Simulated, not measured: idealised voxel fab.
A process module follows: voxel spacer lines.
Cross-section cut: width 275 nm, square cells of 5 nm.
Cross-section = grid of square cells, listed top down in bands; band = one or more rows. In this notation a band is specified by the heights of its top and bottom, in that order and in nm, after which its materials appear from left to right, each paired with its width in nm. The word "full width" attached to a single material means that material fills the band from edge to edge; the word "empty" stands for empty space. Where do heights start? At 0: under that level the wafer as delivered is made of one material only. And the lowest band has no floor; it just carries on downward, as in "0..down". A width such as "30 to 40" changes by the same amount from each row of cells to the next, from the band's top row to its bottom row. Given "no alteration" for a step, no cell of the cross-section differs between before and after that step. What "Unvented cavities" gives you is every empty space of 8 cells or more that is cut off from the top. Each appears as width x height at distance, with the distance taken from the left edge and width, height and distance all in nm. Past the settings on a step's line: simulator remark, on that step. A step line may carry the setting "overlay nm", which, for steps involving a mask, states the distance by which the mask lay to the right of its intended position; negative values denote displacement to the left.
Listed below are the process steps as planned
1) op RECEIVE | material Si
2) op CONFORMAL_DEP | material SiO2 | thk nm 5
3) op DIRECTIONAL_DEP | material TiN | thk nm 20
4) op DIRECTIONAL_DEP | material polySi | thk nm 30
5) op PATTERN | tone cover | mask id MANDREL | material resist | width nm 15 | pitch nm 60 | thk nm 40 | overlay nm 0
6) op DIRECTIONAL_ETCH | etch materials polySi | depth nm 30
7) op STRIP | etch materials resist
8) op CONFORMAL_DEP | material SiN | thk nm 15
9) op DIRECTIONAL_ETCH | etch materials SiN | depth nm 15
10) op STRIP | etch materials polySi
11) op DIRECTIONAL_ETCH | etch materials TiN | depth nm 20
12) op STRIP | etch materials SiN
The cross-section here shows the wafer as received, i.e. in its state after step 1
	0..down = Si full width
	Unvented cavities: none
First of two wafers, end-of-module section, run followed plan
	25..5 = 55 empty, 15 TiN, 15 empty, 15 TiN, 15 empty, 15 TiN, 15 empty, 15 TiN, 15 empty, 15 TiN, 15 empty, 15 TiN, 55 empty
	5..0 = SiO2 full width
	0..down = Si full width
	Unvented cavities: none
Same start, same plan as the first wafer - but one mistake in the run. Cross-section of the second of the two at the end of the module
	30..10 = 55 empty, 15 TiN, 15 empty, 15 TiN, 15 empty, 15 TiN, 15 empty, 15 TiN, 15 empty, 15 TiN, 15 empty, 15 TiN, 55 empty
	10..5 = TiN full width
	5..0 = SiO2 full width
	0..down = Si full width
	Unvented cavities: none
Diagnosis: step 3 went in with a setting other than planned; the actual run was op DIRECTIONAL_DEP | material TiN | thk nm 25
Final tally in cells, some materials are higher or lower on the second wafer than on the first: TiN: 55 more
